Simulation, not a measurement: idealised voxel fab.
process module | voxel plated lines
cross-section cut | 295 nm wide | cells 5 nm
A cross-section is a grid of square cells, given in bands from the top down. A band is one or more rows of cells.
Each band's line starts with the height of the band's top and of its bottom, in nm. Then come its materials from left to right, each with its width in nm. One material with "throughout" fills the band from edge to edge. "air" is empty space.
Height 0 is the level under which the wafer as received is all one material. The lowest band goes on downwards, as in "0 down".
A width such as "30 to 40" changes by the same amount from each row of cells to the next, from the band's top row to its bottom row.
"no change" after a step means that no cell of the cross-section changed.
closed voids: empty space of 8 cells or more with no open way to the top, each as width x height at its distance from the left edge, in nm
after a step's settings: what the simulator itself notes on the step
overlay nm, on a step with a mask: how far to the right of its planned place the mask lay; to the left if negative
plan
1 op RECEIVE | material Si
2 op CONFORMAL_DEP | material Al2O3 | thk nm 15
3 op DIRECTIONAL_DEP | material TiN | thk nm 5
4 op PATTERN | tone open | mask id LINES | material resist | width nm 30 | pitch nm 55 | thk nm 20 | overlay nm 0
5 op EPI | material Ru | thk nm 5
6 op STRIP | etch materials resist
7 op DIRECTIONAL_ETCH | etch materials TiN | depth nm 5
8 op CONFORMAL_DEP | material SiN | thk nm 10
as received, after step 1
  0 down: Si throughout
  closed voids: none
a wafer at the end: this start, this plan, one mistake
  35 to 25: air 100 | SiN 40 | air 15 | SiN 40 | air 100
  25 to 20: SiN 110 | Ru 20 | SiN 35 | Ru 20 | SiN 110
  20 to 15: SiN 110 | TiN 20 | SiN 35 | TiN 20 | SiN 110
  15 to 0: Al2O3 throughout
  0 down: Si throughout
  closed voids: none
what went wrong: step 4 ran as: op PATTERN | tone open | mask id LINES | material resist | width nm 20 | pitch nm 55 | thk nm 20 | overlay nm 0
